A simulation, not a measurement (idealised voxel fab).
Proc. module: voxel lift off
Section shown: cut. Width: 155 nm. Cell size: 5 nm, square.
Bands, listed from the top down, are how a cross-section gets written in this document; the cross-section itself is a grid of square cells, and a band is one or more rows of them. Heights first: top, then bottom, in nm. Then materials, left to right, each with a width in nm. "everywhere" on a single material: fills the band edge to edge. "air": empty space. The reference from which all heights are counted is 0, the level beneath which the as-received wafer is entirely one material; the lowest band, having no lower bound, proceeds downward and is written after the example "0 nm and below". A width given as "30 to 40" starts at the first number in the band's top row and ends at the second number in its bottom row, shifting by an equal amount at every step from row to row. "remained the same" after a step means that no cell of the cross-section changed. "Non-vented voids" lists enclosed empty spaces (at least 8 cells, no open path upward to the top), each as width x height at distance from the left edge, in nm. Read whatever lies past the settings on a step's line as the simulator's own remark about the step. For masked steps, "overlay nm" on the step line gives how far right of plan the mask actually lay; a minus sign means it lay to the left.

The planned process steps are enumerated hereunder:
1. op RECEIVE | material Si
2. op CONFORMAL_DEP | material SiO2 | thk nm 15
3. op PATTERN | tone open | mask id LINES | material resist | width nm 20 | pitch nm 50 | thk nm 30 | overlay nm 0
4. op DIRECTIONAL_DEP | material Ru | thk nm 15
5. op STRIP | etch materials resist
6. op CONFORMAL_DEP | material SiCN | thk nm 10

Wafer as received: cross-section following step 1:
- 0 nm and below: Si everywhere
- Non-vented voids: none

Final wafer profile in cross-section after the module, from the same start and plan as above, with one mistake made during processing:
- 30 nm to 25 nm: 5 of air; 40 of SiCN; 10 of air; 40 of SiCN; 10 of air; 40 of SiCN; 10 of air
- 25 nm to 20 nm: SiCN everywhere
- 20 nm to 15 nm: 15 of SiCN; 20 of Ru; 30 of SiCN; 20 of Ru; 30 of SiCN; 20 of Ru; 20 of SiCN
- 15 nm to 0 nm: SiO2 everywhere
- 0 nm and below: Si everywhere
- Non-vented voids: none
Diagnosis: contrary to plan, step 4 was performed as op DIRECTIONAL_DEP | material Ru | thk nm 5
